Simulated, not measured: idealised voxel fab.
This is a process module. Its name is voxel local oxidation.
The width of the displayed cross-section, cut, is 160 nm; its cells are square, with a size of 5 nm.
Bands, listed from the top down, are how a cross-section gets written in this document; the cross-section itself is a grid of square cells, and a band is one or more rows of them.
Top height, bottom height, nm. Materials left to right, width each, nm. Single material + "throughout" = fills band edge to edge. "air" = empty.
It should be noted that heights are counted from 0, beneath which the wafer as supplied is of one material throughout, and that the lowest band possesses no lower boundary but continues downward, as written in "0 down".
So if you see something like "30 to 40" for the width, read it as the top row of the band sitting at the first number and the bottom row at the second, with every row in between moving by the same amount as the last.
"stayed the same" for a step: no cell of the cross-section changed in that step.
This entry, "Closed void table", enumerates those empty regions of no fewer than 8 cells that possess no open connection to the top. Each region is reported in the form width x height at distance, the distance being taken from the left edge, with all three quantities expressed in nm.
What comes after the settings on a step's line is commentary from the simulator itself on that step.
overlay nm: how far to the right of its planned place the mask lay on this masked step (negative: to the left).
# Planned step list for the process
- 1: RECEIVE with material Si
- 2: CONFORMAL_DEP with material SiO2, thk nm 5
- 3: CONFORMAL_DEP with material SiN, thk nm 10
- 4: PATTERN with tone cover, mask id ACTIVE, material resist, width nm 95, thk nm 15, overlay nm 0
- 5: DIRECTIONAL_ETCH with etch materials SiN, depth nm 10
- 6: STRIP with etch materials resist
- 7: SELECTIVE_ETCH with etch materials SiO2, depth nm 5
- 8: OXIDIZE with depth nm 10
- 9: STRIP with etch materials SiN
# So this is the incoming wafer in cross-section - it's already been through step 1
- 0 down: Si throughout
- Closed void table: none
# The module was run from the start shown above using the plan shown above, but one mistake was made doing it; the resulting wafer cross-section is below
- 5 to 0: air (25), SiO2 (85), air (50)
- 0 to -10: SiO2 (35), Si (65), SiO2 (60)
- -10 down: Si throughout
- Closed void table: none
What broke from the plan during processing? step 4: run off-plan, actual operation and settings PATTERN with tone cover, mask id ACTIVE, material resist, width nm 95, thk nm 15, overlay nm -10
